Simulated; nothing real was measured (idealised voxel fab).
Process module in this document: voxel wiring stack
Pictured: cross-section cut, 240 nm wide, on a grid of 5 nm square cells.
Cross-section format: a grid of square cells, given as bands from top to bottom; each band is one or more rows of cells. Band: top and bottom heights (nm) first, top before bottom; then materials from left to right, widths in nm. "edge to edge" marks a sole material filling the band edge to edge. "empty" denotes empty space. The level at which height equals 0 is the one under which the wafer, as it arrives, is entirely one material. No lower edge exists for the bottom band, which continues downward and is notated as in "0..down". A two-number width, for instance "30..40", indicates that the width is equal to the first number in the top row of the band and to the second number in the bottom row, and that it changes by a constant amount per row of cells. No cell of the cross-section changed in a step that is given as "no modifications". Look at "Voids, sealed" for the closed voids: empty spaces with no open path to the top, sized 8 cells or up. Each is width x height at distance, distance from the left edge, all nm. Past the settings on a step's line: simulator remark, on that step. overlay nm: on a step with a mask, how far right of its planned place the mask lay; negative means left.

Here's what the planned process steps look like
1,RECEIVE (material Si)
2,CONFORMAL_DEP (material SiO2; thk nm 15)
3,CONFORMAL_DEP (material SiN; thk nm 5)
4,DIRECTIONAL_DEP (material lowk; thk nm 20)
5,MASKED_ETCH (tone open; mask id METAL_1; width nm 30; pitch nm 50; etch materials lowk; depth nm 20; overlay nm 0)
6,MASKED_ETCH (tone open; mask id METAL_1; width nm 30; pitch nm 50; etch materials SiN; depth nm 5; overlay nm 0)
7,CONFORMAL_DEP (material TiN; thk nm 5)
8,FILL_DEP (material Cu; thk nm 5)
9,CMP (height nm 40)
10,CONFORMAL_DEP (material SiCN; thk nm 5)
11,DIRECTIONAL_DEP (material SiO2; thk nm 35)
12,DIRECTIONAL_DEP (material aC; thk nm 15)
13,PATTERN (tone open; mask id METAL_2; material resist; width nm 30; pitch nm 50; thk nm 35; overlay nm 0)
14,DIRECTIONAL_ETCH (etch materials aC; depth nm 15)
15,STRIP (etch materials resist)
16,DIRECTIONAL_ETCH (etch materials SiO2; depth nm 20)
17,STRIP (etch materials aC)
18,MASKED_ETCH (tone open; mask id METAL_2_HOLES; width nm 15; pitch nm 50; etch materials SiO2; depth nm 15; overlay nm 0)
19,MASKED_ETCH (tone open; mask id METAL_2_HOLES; width nm 15; pitch nm 50; etch materials SiCN; depth nm 5; overlay nm 0)
20,CONFORMAL_DEP (material TiN; thk nm 5)
21,FILL_DEP (material Cu; thk nm 10)
22,CMP (height nm 80)
23,CONFORMAL_DEP (material SiCN; thk nm 5)
24,DIRECTIONAL_DEP (material SiO2; thk nm 30)
25,DIRECTIONAL_DEP (material aC; thk nm 15)
26,PATTERN (tone open; mask id METAL_3_HOLES; material resist; width nm 15; thk nm 30; overlay nm 0)
27,DIRECTIONAL_ETCH (etch materials aC; depth nm 15)
28,STRIP (etch materials resist)
29,DIRECTIONAL_ETCH (etch materials SiO2; depth nm 30)
30,STRIP (etch materials aC)
31,DIRECTIONAL_DEP (material aC; thk nm 10)
32,PATTERN (tone open; mask id METAL_3; material resist; width nm 30; pitch nm 50; thk nm 25; overlay nm 0)
33,DIRECTIONAL_ETCH (etch materials aC; depth nm 10)
34,STRIP (etch materials resist)
35,DIRECTIONAL_ETCH (etch materials SiO2; depth nm 15)
36,DIRECTIONAL_ETCH (etch materials SiCN; depth nm 5)
37,STRIP (etch materials aC)
38,CONFORMAL_DEP (material TiN; thk nm 5)
39,FILL_DEP (material Cu; thk nm 10)
40,CMP (height nm 115)
41,CONFORMAL_DEP (material SiCN; thk nm 5)

Wafer at receipt (post step 1), cross-section
> 0..down = Si edge to edge
> Voids, sealed: none

Cross-section, first of two wafers, end of module, run as planned
> 120..115 = SiCN edge to edge
> 115..105 = SiO2 80 nm / TiN 5 nm / Cu 20 nm / TiN 5 nm / SiO2 20 nm / TiN 5 nm / Cu 20 nm / TiN 5 nm / SiO2 80 nm
> 105..100 = SiO2 80 nm / TiN 5 nm / Cu 5 nm / TiN 20 nm / SiO2 20 nm / TiN 30 nm / SiO2 80 nm
> 100..85 = SiO2 80 nm / TiN 5 nm / Cu 5 nm / TiN 5 nm / SiO2 145 nm
> 85..80 = SiCN 80 nm / TiN 15 nm / SiCN 145 nm
> 80..65 = SiO2 80 nm / TiN 5 nm / Cu 20 nm / TiN 5 nm / SiO2 20 nm / TiN 5 nm / Cu 20 nm / TiN 5 nm / SiO2 80 nm
> 65..60 = SiO2 80 nm / TiN 5 nm / Cu 5 nm / TiN 20 nm / SiO2 20 nm / TiN 5 nm / Cu 5 nm / TiN 20 nm / SiO2 80 nm
> 60..45 = SiO2 80 nm / TiN 5 nm / Cu 5 nm / TiN 5 nm / SiO2 35 nm / TiN 5 nm / Cu 5 nm / TiN 5 nm / SiO2 95 nm
> 45..40 = SiCN 80 nm / TiN 15 nm / SiCN 35 nm / TiN 15 nm / SiCN 95 nm
> 40..20 = lowk 80 nm / TiN 5 nm / Cu 20 nm / TiN 5 nm / lowk 20 nm / TiN 5 nm / Cu 20 nm / TiN 5 nm / lowk 80 nm
> 20..15 = SiN 80 nm / TiN 30 nm / SiN 20 nm / TiN 30 nm / SiN 80 nm
> 15..0 = SiO2 edge to edge
> 0..down = Si edge to edge
> Voids, sealed: none

Same start, same plan as the first wafer - but one mistake in the run. Cross-section of the second of the two at the end of the module
> 120..115 = SiCN edge to edge
> 115..105 = Cu edge to edge
> 105..100 = Cu 75 nm / TiN 25 nm / Cu 140 nm
> 100..90 = Cu 75 nm / TiN 5 nm / SiO2 15 nm / TiN 5 nm / Cu 140 nm
> 90..85 = TiN 80 nm / SiO2 15 nm / TiN 5 nm / Cu 5 nm / TiN 30 nm / Cu 20 nm / TiN 85 nm
> 85..80 = SiCN 95 nm / TiN 15 nm / SiCN 20 nm / TiN 30 nm / SiCN 80 nm
> 80..65 = SiO2 80 nm / TiN 5 nm / Cu 20 nm / TiN 5 nm / SiO2 20 nm / TiN 5 nm / Cu 20 nm / TiN 5 nm / SiO2 80 nm
> 65..60 = SiO2 80 nm / TiN 5 nm / Cu 5 nm / TiN 20 nm / SiO2 20 nm / TiN 5 nm / Cu 5 nm / TiN 20 nm / SiO2 80 nm
> 60..45 = SiO2 80 nm / TiN 5 nm / Cu 5 nm / TiN 5 nm / SiO2 35 nm / TiN 5 nm / Cu 5 nm / TiN 5 nm / SiO2 95 nm
> 45..40 = SiCN 80 nm / TiN 15 nm / SiCN 35 nm / TiN 15 nm / SiCN 95 nm
> 40..20 = lowk 80 nm / TiN 5 nm / Cu 20 nm / TiN 5 nm / lowk 20 nm / TiN 5 nm / Cu 20 nm / TiN 5 nm / lowk 80 nm
> 20..15 = SiN 80 nm / TiN 30 nm / SiN 20 nm / TiN 30 nm / SiN 80 nm
> 15..0 = SiO2 edge to edge
> 0..down = Si edge to edge
> Voids, sealed: none
What was the processing mistake? it should be noted that step 26 was executed with settings other than those planned, the operation and settings actually applied being PATTERN (tone cover; mask id METAL_3_HOLES; material resist; width nm 15; thk nm 30; overlay nm 0)
In the final state, the cell counts of the second wafer exceed or fall short of those of the first for the following materials: Cu: 210 more, SiCN: 6 fewer, SiO2: 234 fewer, TiN: 30 more
